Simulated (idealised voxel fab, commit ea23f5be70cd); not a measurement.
process module | voxel self aligned contacts
cross-section cut | 200 nm wide | cells 5 nm
A cross-section is a grid of square cells, given in bands from the top down. A band is one or more rows of cells.
Each band's line starts with the height of the band's top and of its bottom, in nm. Then come its materials from left to right, each with its width in nm. One material with "throughout" fills the band from edge to edge. "air" is empty space.
Height 0 is the level under which the wafer as received is all one material. The lowest band goes on downwards, as in "0 down".
A width such as "30 to 40" changes by the same amount from each row of cells to the next, from the band's top row to its bottom row.
"no change" after a step means that no cell of the cross-section changed.
closed voids: empty space of 8 cells or more with no open way to the top, each as width x height at its distance from the left edge, in nm
after a step's settings: what the simulator itself notes on the step
overlay nm, on a step with a mask: how far to the right of its planned place the mask lay; to the left if negative
plan
1 op RECEIVE | material Si
2 op OXIDIZE | depth nm 5
3 op DIRECTIONAL_DEP | material polySi | thk nm 30
4 op DIRECTIONAL_DEP | material SiN | thk nm 20
5 op MASKED_ETCH | tone cover | mask id GATE | width nm 30 | pitch nm 65 | etch materials SiN | depth nm 20 | overlay nm 0
6 op MASKED_ETCH | tone cover | mask id GATE | width nm 20 | pitch nm 65 | etch materials polySi | depth nm 30 | overlay nm 0
7 op CONFORMAL_DEP | material SiN | thk nm 10
8 op DIRECTIONAL_ETCH | etch materials SiN | depth nm 10
9 op FILL_DEP | material SiO2 | thk nm 20
10 op CMP | height nm 60
11 op PATTERN | tone open | mask id CONTACT | material resist | width nm 45 | thk nm 20 | overlay nm 0
12 op DIRECTIONAL_ETCH | etch materials SiO2 | depth nm 65
13 op STRIP | etch materials resist
14 op CONFORMAL_DEP | material TiN | thk nm 5
15 op FILL_DEP | material W | thk nm 10
16 op CMP | height nm 60
17 op CONFORMAL_DEP | material SiN | thk nm 5
varied across the wafers: width nm of step 6. The plan shows the first wafer's value. All wafers start alike
first wafer as received, after step 1
  0 down: Si throughout
  closed voids: none
first wafer at the end, after step 17
  65 to 60: SiN throughout
  60 to 50: SiO2 75 | TiN 5 to 20 | W 35 to 5 | TiN 5 to 20 | SiO2 80
  50 to 30: SiO2 40 | SiN 50 | TiN 5 | W 5 | TiN 5 | SiN 50 | SiO2 45
  30 to 0: SiO2 40 | SiN 10 | polySi 30 | SiN 10 | TiN 5 | W 5 | TiN 5 | SiN 10 | polySi 30 | SiN 10 | SiO2 45
  0 to -5: SiO2 90 | TiN 15 | SiO2 95
  -5 down: Si throughout
  closed voids: none
last wafer at the end
  65 to 60: SiN throughout
  60 to 50: SiO2 75 | TiN 5 to 20 | W 35 to 5 | TiN 5 to 20 | SiO2 80
  50 to 35: SiO2 40 | SiN 50 | TiN 5 | W 5 | TiN 5 | SiN 50 | SiO2 45
  35 to 30: SiO2 40 | SiN 50 | TiN 15 | SiN 50 | SiO2 45
  30 to 0: SiO2 35 | SiN 10 | polySi 45 | SiN 20 | polySi 45 | SiN 10 | SiO2 35
  0 to -5: SiO2 throughout
  -5 down: Si throughout
  closed voids: none
each wafer at the end: cells of each material gained (+) or lost (-) since it was received, then its closed voids
width nm 20 | -40 Si | +168 SiN | +269 SiO2 | +33 TiN | +18 W | +72 polySi | closed voids: none
width nm 25 | -40 Si | +168 SiN | +269 SiO2 | +33 TiN | +18 W | +72 polySi | closed voids: none
width nm 30 | -40 Si | +168 SiN | +269 SiO2 | +33 TiN | +18 W | +72 polySi | closed voids: none
width nm 35 | -40 Si | +168 SiN | +264 SiO2 | +33 TiN | +11 W | +84 polySi | closed voids: none
width nm 40 | -40 Si | +168 SiN | +259 SiO2 | +26 TiN | +11 W | +96 polySi | closed voids: none
width nm 45 | -40 Si | +168 SiN | +254 SiO2 | +19 TiN | +11 W | +108 polySi | closed voids: none
